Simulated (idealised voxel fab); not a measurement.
The document below concerns the process module designated voxel wiring stack.
Xsec cut, 220 nm wide, square cell size 5 nm.
A cross-section is written here as square cells arranged in a grid, and it is given in bands from the top down, each band taking up one or more rows of cells. Within each band entry, the heights of the top and of the bottom of the band appear first, in that order and in nm; the materials of the band then follow from left to right, each with its corresponding width in nm. The designation "throughout" on a single material indicates that it fills the band from edge to edge; the designation "air" indicates empty space. Heights are expressed relative to 0, this being the level below which the as-received wafer comprises one material exclusively. The lowest band is unbounded in the downward direction and is denoted as in "0 -> down". The width entry "30->40" should be interpreted row by row: the top row of cells in the band takes the first number, the bottom row takes the second number, and the change between adjacent rows is uniform throughout. You'll sometimes find "nothing got changed" written for a step, and that's the way of saying that nowhere in the cross-section did a cell change during that step. "Closed void catalog" contains a list of empty spaces, each no smaller than 8 cells and without an open way to the top, written in the form width x height at distance with the distance from the left edge and all three in nm. Formally, on a step line, whatever follows the settings is a remark that the simulator itself makes on the step. When a step includes a mask, the "overlay nm" setting on its line states how far to the right of its planned place that mask lay, and negative values state how far to the left.

Planned process steps
1) RECEIVE, material Si
2) CONFORMAL_DEP, material SiO2, thk nm 10
3) CONFORMAL_DEP, material SiN, thk nm 5
4) DIRECTIONAL_DEP, material lowk, thk nm 20
5) MASKED_ETCH, tone open, mask id METAL_1, width nm 30, pitch nm 50, etch materials lowk, depth nm 20, overlay nm 0
6) MASKED_ETCH, tone open, mask id METAL_1, width nm 30, pitch nm 50, etch materials SiN, depth nm 5, overlay nm 0
7) CONFORMAL_DEP, material TiN, thk nm 5
8) FILL_DEP, material Cu, thk nm 10
9) CMP, height nm 35
10) EPI, material Ru, thk nm 5
11) FILL_DEP, material SiCN, thk nm 5
12) DIRECTIONAL_DEP, material lowk, thk nm 20
13) MASKED_ETCH, tone open, mask id PLUG_1, width nm 15, etch materials lowk, depth nm 20, overlay nm 0
14) MASKED_ETCH, tone open, mask id PLUG_1, width nm 15, etch materials SiCN, depth nm 5, overlay nm 0
15) EPI, material Ru, thk nm 10
16) EPI, material Ru, thk nm 10
17) EPI, material Ru, thk nm 5
18) CONFORMAL_DEP, material SiN, thk nm 5
19) DIRECTIONAL_DEP, material lowk, thk nm 25
20) MASKED_ETCH, tone open, mask id METAL_2, width nm 30, pitch nm 50, etch materials lowk, depth nm 25, overlay nm 0
21) MASKED_ETCH, tone open, mask id METAL_2, width nm 30, pitch nm 50, etch materials SiN, depth nm 5, overlay nm 0
22) CONFORMAL_DEP, material TiN, thk nm 5
23) FILL_DEP, material W, thk nm 10
24) CMP, height nm 95
25) CONFORMAL_DEP, material SiCN, thk nm 5
26) DIRECTIONAL_DEP, material SiO2, thk nm 15
27) PATTERN, tone open, mask id PLUG_2, material resist, width nm 15, pitch nm 50, thk nm 20, overlay nm 0
28) DIRECTIONAL_ETCH, etch materials SiO2, depth nm 15
29) DIRECTIONAL_ETCH, etch materials SiCN, depth nm 5
30) STRIP, etch materials resist
31) EPI, material Ru, thk nm 10
32) EPI, material Ru, thk nm 10
33) CONFORMAL_DEP, material SiCN, thk nm 5
34) DIRECTIONAL_DEP, material SiO2, thk nm 15
35) MASKED_ETCH, tone open, mask id METAL_3, width nm 30, pitch nm 50, etch materials SiO2, depth nm 15, overlay nm 0
36) MASKED_ETCH, tone open, mask id METAL_3, width nm 30, pitch nm 50, etch materials SiCN, depth nm 5, overlay nm 0
37) CONFORMAL_DEP, material TiN, thk nm 5
38) FILL_DEP, material W, thk nm 5
39) CMP, height nm 135
40) EPI, material Ru, thk nm 5
41) FILL_DEP, material SiCN, thk nm 5
42) DIRECTIONAL_DEP, material SiO2, thk nm 10
43) MASKED_ETCH, tone open, mask id PLUG_3, width nm 15, pitch nm 50, etch materials SiO2, depth nm 10, overlay nm 0
44) MASKED_ETCH, tone open, mask id PLUG_3, width nm 15, pitch nm 50, etch materials SiCN, depth nm 5, overlay nm 0
45) EPI, material Ru, thk nm 10
46) EPI, material Ru, thk nm 5
47) CONFORMAL_DEP, material SiCN, thk nm 5
48) DIRECTIONAL_DEP, material lowk, thk nm 15
49) MASKED_ETCH, tone open, mask id METAL_4, width nm 30, pitch nm 50, etch materials lowk, depth nm 15, overlay nm 0
50) MASKED_ETCH, tone open, mask id METAL_4, width nm 30, pitch nm 50, etch materials SiCN, depth nm 5, overlay nm 0
51) CONFORMAL_DEP, material TiN, thk nm 5
52) FILL_DEP, material W, thk nm 10
53) CMP, height nm 175
54) CONFORMAL_DEP, material SiCN, thk nm 5

Wafer at receipt (post step 1), cross-section
> 0 -> down = Si throughout
> Closed void catalog: none

Module complete, cross-section. Starting point and plan per above. One mistake made in running the module
> 180 -> 175 = SiCN throughout
> 175 -> 160 = lowk 70 nm, then TiN 5 nm, then W 20 nm, then TiN 5 nm, then lowk 20 nm, then TiN 5 nm, then W 20 nm, then TiN 5 nm, then lowk 70 nm
> 160 -> 155 = SiCN 70 nm, then TiN 30 nm, then SiCN 20 nm, then TiN 30 nm, then SiCN 70 nm
> 155 -> 145 = SiO2 70 nm, then Ru 15 nm, then SiO2 35 nm, then Ru 15 nm, then SiO2 85 nm
> 145 -> 135 = SiCN 70->65 nm, then Ru 15->40 nm, then SiCN 35->10 nm, then Ru 15->40 nm, then SiCN 85->65 nm
> 135 -> 120 = SiO2 70 nm, then TiN 5 nm, then W 20 nm, then TiN 5 nm, then SiO2 20 nm, then TiN 5 nm, then W 20 nm, then TiN 5 nm, then SiO2 70 nm
> 120 -> 115 = SiCN 70 nm, then TiN 30 nm, then SiCN 20 nm, then TiN 30 nm, then SiCN 70 nm
> 115 -> 100 = SiO2 70 nm, then Ru 15 nm, then SiO2 35 nm, then Ru 15 nm, then SiO2 85 nm
> 100 -> 95 = SiCN 70 nm, then Ru 15 nm, then SiCN 35 nm, then Ru 15 nm, then SiCN 85 nm
> 95 -> 75 = lowk 70 nm, then TiN 5 nm, then W 20 nm, then TiN 5 nm, then lowk 20 nm, then TiN 5 nm, then W 20 nm, then TiN 5 nm, then lowk 70 nm
> 75 -> 70 = SiN 70 nm, then TiN 30 nm, then SiN 20 nm, then TiN 30 nm, then SiN 70 nm
> 70 -> 50 = lowk 70 nm, then Ru 15 nm, then lowk 135 nm
> 50 -> 45 = SiCN 70 nm, then Ru 15 nm, then SiCN 135 nm
> 45 -> 40 = Ru throughout
> 40 -> 35 = TiN 75 nm, then Cu 20 nm, then TiN 30 nm, then Cu 20 nm, then TiN 75 nm
> 35 -> 15 = lowk 70 nm, then TiN 5 nm, then Cu 20 nm, then TiN 5 nm, then lowk 20 nm, then TiN 5 nm, then Cu 20 nm, then TiN 5 nm, then lowk 70 nm
> 15 -> 10 = SiN 70 nm, then TiN 30 nm, then SiN 20 nm, then TiN 30 nm, then SiN 70 nm
> 10 -> 0 = SiO2 throughout
> 0 -> down = Si throughout
> Closed void catalog: none
The plan and the run diverged here: step 9 was processed under conditions differing from the plan, specifically as CMP, height nm 40
